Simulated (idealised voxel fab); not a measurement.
process module | voxel wiring stack
cross-section cut | 220 nm wide | cells 5 nm
A cross-section is a grid of square cells, given in bands from the top down. A band is one or more rows of cells.
Each band's line starts with the height of the band's top and of its bottom, in nm. Then come its materials from left to right, each with its width in nm. One material with "throughout" fills the band from edge to edge. "air" is empty space.
Height 0 is the level under which the wafer as received is all one material. The lowest band goes on downwards, as in "0 down".
A width such as "30 to 40" changes by the same amount from each row of cells to the next, from the band's top row to its bottom row.
"no change" after a step means that no cell of the cross-section changed.
closed voids: empty space of 8 cells or more with no open way to the top, each as width x height at its distance from the left edge, in nm
after a step's settings: what the simulator itself notes on the step
overlay nm, on a step with a mask: how far to the right of its planned place the mask lay; to the left if negative
plan
1 op RECEIVE | material Si
2 op CONFORMAL_DEP | material SiO2 | thk nm 10
3 op CONFORMAL_DEP | material SiN | thk nm 5
4 op DIRECTIONAL_DEP | material lowk | thk nm 25
5 op MASKED_ETCH | tone open | mask id METAL_1 | width nm 25 | pitch nm 45 | etch materials lowk | depth nm 25 | overlay nm 0
6 op MASKED_ETCH | tone open | mask id METAL_1 | width nm 25 | pitch nm 45 | etch materials SiN | depth nm 5 | overlay nm 0
7 op CONFORMAL_DEP | material TiN | thk nm 5
8 op FILL_DEP | material Cu | thk nm 10
9 op CMP | height nm 40
10 op EPI | material Ru | thk nm 5
11 op FILL_DEP | material SiCN | thk nm 5
12 op DIRECTIONAL_DEP | material SiO2 | thk nm 10
13 op PATTERN | tone open | mask id PLUG_1 | material resist | width nm 15 | pitch nm 45 | thk nm 20 | overlay nm 0
14 op DIRECTIONAL_ETCH | etch materials SiO2 | depth nm 10
15 op DIRECTIONAL_ETCH | etch materials SiCN | depth nm 5
16 op STRIP | etch materials resist
17 op EPI | material Ru | thk nm 10
18 op EPI | material Ru | thk nm 5
19 op DIRECTIONAL_DEP | material TiN | thk nm 5
20 op DIRECTIONAL_DEP | material W | thk nm 15
21 op PATTERN | tone cover | mask id METAL_2 | material resist | width nm 25 | pitch nm 45 | thk nm 15 | overlay nm 0
22 op DIRECTIONAL_ETCH | etch materials W | depth nm 15
23 op DIRECTIONAL_ETCH | etch materials TiN | depth nm 5
24 op STRIP | etch materials resist
25 op FILL_DEP | material lowk | thk nm 10
26 op CMP | height nm 80
27 op CONFORMAL_DEP | material SiCN | thk nm 5
28 op DIRECTIONAL_DEP | material lowk | thk nm 20
29 op PATTERN | tone open | mask id PLUG_2 | material resist | width nm 15 | pitch nm 45 | thk nm 15 | overlay nm 0
30 op DIRECTIONAL_ETCH | etch materials lowk | depth nm 20
31 op DIRECTIONAL_ETCH | etch materials SiCN | depth nm 5
32 op STRIP | etch materials resist
33 op EPI | material Ru | thk nm 10
34 op EPI | material Ru | thk nm 10
35 op EPI | material Ru | thk nm 5
36 op CONFORMAL_DEP | material SiCN | thk nm 5
37 op DIRECTIONAL_DEP | material lowk | thk nm 25
38 op MASKED_ETCH | tone open | mask id METAL_3 | width nm 25 | pitch nm 45 | etch materials lowk | depth nm 25 | overlay nm 0
39 op MASKED_ETCH | tone open | mask id METAL_3 | width nm 25 | pitch nm 45 | etch materials SiCN | depth nm 5 | overlay nm 0
40 op CONFORMAL_DEP | material TiN | thk nm 5
41 op FILL_DEP | material Ru | thk nm 10
42 op CMP | height nm 135
43 op CONFORMAL_DEP | material SiCN | thk nm 5
44 op DIRECTIONAL_DEP | material lowk | thk nm 10
45 op MASKED_ETCH | tone open | mask id PLUG_3 | width nm 15 | pitch nm 90 | etch materials lowk | depth nm 10 | overlay nm 0
46 op MASKED_ETCH | tone open | mask id PLUG_3 | width nm 15 | pitch nm 90 | etch materials SiCN | depth nm 5 | overlay nm 0
47 op EPI | material Ru | thk nm 10
48 op EPI | material Ru | thk nm 5
49 op CONFORMAL_DEP | material SiN | thk nm 5
50 op DIRECTIONAL_DEP | material SiO2 | thk nm 25
51 op PATTERN | tone open | mask id METAL_4 | material resist | width nm 25 | pitch nm 45 | thk nm 20 | overlay nm 0
52 op DIRECTIONAL_ETCH | etch materials SiO2 | depth nm 25
53 op DIRECTIONAL_ETCH | etch materials SiN | depth nm 5
54 op STRIP | etch materials resist
55 op CONFORMAL_DEP | material TiN | thk nm 5
56 op FILL_DEP | material Cu | thk nm 10
57 op CMP | height nm 180
58 op EPI | material Ru | thk nm 5
59 op FILL_DEP | material SiCN | thk nm 5
as received, after step 1
  0 down: Si throughout
  closed voids: none
first wafer at the end, as planned
  190 to 185: SiCN throughout
  185 to 180: SiCN 25 | Ru 35 | SiCN 10 | Ru 35 | SiCN 10 | Ru 35 | SiCN 10 | Ru 35 | SiCN 25
  180 to 155: SiO2 30 | TiN 5 | Cu 15 | TiN 5 | SiO2 20 | TiN 5 | Cu 15 | TiN 5 | SiO2 20 | TiN 5 | Cu 15 | TiN 5 | SiO2 20 | TiN 5 | Cu 15 | TiN 5 | SiO2 30
  155 to 150: SiN 30 | TiN 25 | SiN 20 | TiN 25 | SiN 20 | TiN 25 | SiN 20 | TiN 25 | SiN 30
  150 to 140: lowk 30 | Ru 15 | lowk 75 | Ru 15 | lowk 85
  140 to 135: SiCN 30 | Ru 15 | SiCN 75 | Ru 15 | SiCN 85
  135 to 110: lowk 30 | TiN 5 | Ru 15 | TiN 5 | lowk 20 | TiN 5 | Ru 15 | TiN 5 | lowk 20 | TiN 5 | Ru 15 | TiN 5 | lowk 20 | TiN 5 | Ru 15 | TiN 5 | lowk 30
  110 to 105: SiCN 30 | TiN 25 | SiCN 20 | TiN 25 | SiCN 20 | TiN 25 | SiCN 20 | TiN 25 | SiCN 30
  105 to 85: lowk 30 | Ru 15 | lowk 30 | Ru 15 | lowk 30 | Ru 15 | lowk 30 | Ru 15 | lowk 40
  85 to 80: SiCN 30 | Ru 15 | SiCN 30 | Ru 15 | SiCN 30 | Ru 15 | SiCN 30 | Ru 15 | SiCN 40
  80 to 65: lowk 30 | W 25 | lowk 20 | W 25 | lowk 20 | W 25 | lowk 20 | W 25 | lowk 30
  65 to 60: lowk 30 | TiN 25 | lowk 20 | TiN 25 | lowk 20 | TiN 25 | lowk 20 | TiN 25 | lowk 30
  60 to 50: SiO2 30 | Ru 15 | SiO2 30 | Ru 15 | SiO2 30 | Ru 15 | SiO2 30 | Ru 15 | SiO2 40
  50 to 40: SiCN 30 to 25 | Ru 15 to 35 | SiCN 30 to 10 | Ru 15 to 35 | SiCN 30 to 10 | Ru 15 to 35 | SiCN 30 to 10 | Ru 15 to 35 | SiCN 40 to 25
  40 to 15: lowk 30 | TiN 5 | Cu 15 | TiN 5 | lowk 20 | TiN 5 | Cu 15 | TiN 5 | lowk 20 | TiN 5 | Cu 15 | TiN 5 | lowk 20 | TiN 5 | Cu 15 | TiN 5 | lowk 30
  15 to 10: SiN 30 | TiN 25 | SiN 20 | TiN 25 | SiN 20 | TiN 25 | SiN 20 | TiN 25 | SiN 30
  10 to 0: SiO2 throughout
  0 down: Si throughout
  closed voids: none
second wafer at the end: like start, like plan, one mistake
  190 to 185: SiCN throughout
  185 to 180: SiCN 25 | Ru 35 | SiCN 10 | Ru 35 | SiCN 10 | Ru 35 | SiCN 10 | Ru 35 | SiCN 25
  180 to 155: SiO2 30 | TiN 5 | Cu 15 | TiN 5 | SiO2 20 | TiN 5 | Cu 15 | TiN 5 | SiO2 20 | TiN 5 | Cu 15 | TiN 5 | SiO2 20 | TiN 5 | Cu 15 | TiN 5 | SiO2 30
  155 to 150: SiN 30 | TiN 25 | SiN 20 | TiN 25 | SiN 20 | TiN 25 | SiN 20 | TiN 25 | SiN 30
  150 to 140: lowk 30 | Ru 15 | lowk 75 | Ru 15 | lowk 85
  140 to 135: SiCN 30 | Ru 15 | SiCN 75 | Ru 15 | SiCN 85
  135 to 115: lowk 30 | TiN 5 | Ru 15 | TiN 5 | lowk 20 | TiN 5 | Ru 15 | TiN 5 | lowk 20 | TiN 5 | Ru 15 | TiN 5 | lowk 20 | TiN 5 | Ru 15 | TiN 5 | lowk 30
  115 to 110: SiCN 30 | TiN 25 | SiCN 20 | TiN 25 | SiCN 20 | TiN 25 | SiCN 20 | TiN 25 | SiCN 30
  110 to 90: lowk 30 | SiCN 5 | TiN 5 | SiCN 5 | lowk 30 | SiCN 5 | TiN 5 | SiCN 5 | lowk 30 | SiCN 5 | TiN 5 | SiCN 5 | lowk 30 | SiCN 5 | TiN 5 | SiCN 5 | lowk 40
  90 to 85: lowk throughout
  85 to 80: SiCN throughout
  80 to 65: lowk 30 | W 25 | lowk 20 | W 25 | lowk 20 | W 25 | lowk 20 | W 25 | lowk 30
  65 to 60: lowk 30 | TiN 25 | lowk 20 | TiN 25 | lowk 20 | TiN 25 | lowk 20 | TiN 25 | lowk 30
  60 to 50: SiO2 30 | Ru 15 | SiO2 30 | Ru 15 | SiO2 30 | Ru 15 | SiO2 30 | Ru 15 | SiO2 40
  50 to 40: SiCN 30 to 25 | Ru 15 to 35 | SiCN 30 to 10 | Ru 15 to 35 | SiCN 30 to 10 | Ru 15 to 35 | SiCN 30 to 10 | Ru 15 to 35 | SiCN 40 to 25
  40 to 15: lowk 30 | TiN 5 | Cu 15 | TiN 5 | lowk 20 | TiN 5 | Cu 15 | TiN 5 | lowk 20 | TiN 5 | Cu 15 | TiN 5 | lowk 20 | TiN 5 | Cu 15 | TiN 5 | lowk 30
  15 to 10: SiN 30 | TiN 25 | SiN 20 | TiN 25 | SiN 20 | TiN 25 | SiN 20 | TiN 25 | SiN 30
  10 to 0: SiO2 throughout
  0 down: Si throughout
  closed voids: none
what went wrong: step 28 ran as: op DIRECTIONAL_DEP | material lowk | thk nm 25
at the end the second wafer has, in cells: 72 fewer of Ru | 44 more of SiCN | 8 more of TiN | 20 more of lowk
